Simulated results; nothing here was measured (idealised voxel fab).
process module | voxel transistor to metal
cross-section cut | 160 nm wide | cells 5 nm
A cross-section is a grid of square cells, given in bands from the top down. A band is one or more rows of cells.
Each band's line starts with the height of the band's top and of its bottom, in nm. Then come its materials from left to right, each with its width in nm. One material with "throughout" fills the band from edge to edge. "air" is empty space.
Height 0 is the level under which the wafer as received is all one material. The lowest band goes on downwards, as in "0 down".
A width such as "30 to 40" changes by the same amount from each row of cells to the next, from the band's top row to its bottom row.
"no change" after a step means that no cell of the cross-section changed.
closed voids: empty space of 8 cells or more with no open way to the top, each as width x height at its distance from the left edge, in nm
after a step's settings: what the simulator itself notes on the step
overlay nm, on a step with a mask: how far to the right of its planned place the mask lay; to the left if negative
plan
1 op RECEIVE | material Si
2 op OXIDIZE | depth nm 5
3 op CONFORMAL_DEP | material SiN | thk nm 10
4 op DIRECTIONAL_DEP | material aC | thk nm 10
5 op PATTERN | tone cover | mask id ACTIVE | material resist | width nm 120 | thk nm 25 | overlay nm 0
6 op DIRECTIONAL_ETCH | etch materials aC | depth nm 10
7 op STRIP | etch materials resist
8 op DIRECTIONAL_ETCH | etch materials SiN | depth nm 10
9 op DIRECTIONAL_ETCH | etch materials SiO2 | depth nm 5
10 op DIRECTIONAL_ETCH | etch materials Si | depth nm 20
11 op STRIP | etch materials aC
12 op OXIDIZE | depth nm 5
13 op FILL_DEP | material SiO2 | thk nm 5
14 op CMP | height nm 10
15 op SELECTIVE_ETCH | etch materials SiO2 | depth nm 5
16 op STRIP | etch materials SiN
17 op SELECTIVE_ETCH | etch materials SiO2 | depth nm 5
18 op OXIDIZE | depth nm 5
19 op DIRECTIONAL_DEP | material polySi | thk nm 30
20 op DIRECTIONAL_DEP | material SiCN | thk nm 10
21 op PATTERN | tone cover | mask id GATE | material resist | width nm 20 | thk nm 15 | overlay nm 0
22 op DIRECTIONAL_ETCH | etch materials SiCN | depth nm 20
23 op DIRECTIONAL_ETCH | etch materials polySi | depth nm 40
24 op STRIP | etch materials resist
25 op CONFORMAL_DEP | material SiN | thk nm 10
26 op DIRECTIONAL_ETCH | etch materials SiN | depth nm 10
27 op DIRECTIONAL_ETCH | etch materials SiO2 | depth nm 5
28 op EPI | material nSi | thk nm 5
29 op FILL_DEP | material SiO2 | thk nm 5
30 op CMP | height nm 35
31 op DIRECTIONAL_DEP | material SiO2 | thk nm 15
32 op MASKED_ETCH | tone open | mask id CONTACT | width nm 25 | pitch nm 65 | etch materials SiO2 | depth nm 55 | overlay nm 0
33 op CONFORMAL_DEP | material TiN | thk nm 5
34 op FILL_DEP | material Ru | thk nm 10
35 op CMP | height nm 50
36 op CONFORMAL_DEP | material SiN | thk nm 5
37 op DIRECTIONAL_DEP | material SiO2 | thk nm 25
38 op DIRECTIONAL_DEP | material aC | thk nm 15
39 op PATTERN | tone open | mask id METAL_1 | material resist | width nm 20 | pitch nm 80 | thk nm 30 | overlay nm 0
40 op DIRECTIONAL_ETCH | etch materials aC | depth nm 15
41 op STRIP | etch materials resist
42 op DIRECTIONAL_ETCH | etch materials SiO2 | depth nm 25
43 op DIRECTIONAL_ETCH | etch materials SiN | depth nm 5
44 op STRIP | etch materials aC
45 op CONFORMAL_DEP | material TiN | thk nm 5
46 op FILL_DEP | material W | thk nm 5
47 op CMP | height nm 80
48 op CONFORMAL_DEP | material SiN | thk nm 5
varied across the wafers: width nm of step 32. The plan shows the first wafer's value. All wafers start alike
first wafer as received, after step 1
  0 down: Si throughout
  closed voids: none
each wafer at the end: cells of each material gained (+) or lost (-) since it was received, then its closed voids
width nm 25 | +60 Ru | -104 Si | +8 SiCN | +92 SiN | +352 SiO2 | +78 TiN | +20 W | +14 nSi | +24 polySi | closed voids: none
width nm 30 | +72 Ru | -104 Si | +8 SiCN | +92 SiN | +338 SiO2 | +80 TiN | +20 W | +14 nSi | +24 polySi | closed voids: none
width nm 35 | +84 Ru | -104 Si | +8 SiCN | +92 SiN | +324 SiO2 | +82 TiN | +20 W | +14 nSi | +24 polySi | closed voids: none
width nm 40 | +96 Ru | -104 Si | +8 SiCN | +92 SiN | +310 SiO2 | +84 TiN | +20 W | +14 nSi | +24 polySi | closed voids: none
width nm 45 | +108 Ru | -104 Si | +8 SiCN | +92 SiN | +296 SiO2 | +86 TiN | +20 W | +14 nSi | +24 polySi | closed voids: none
width nm 50 | +119 Ru | -104 Si | +8 SiCN | +92 SiN | +283 SiO2 | +88 TiN | +20 W | +14 nSi | +24 polySi | closed voids: none
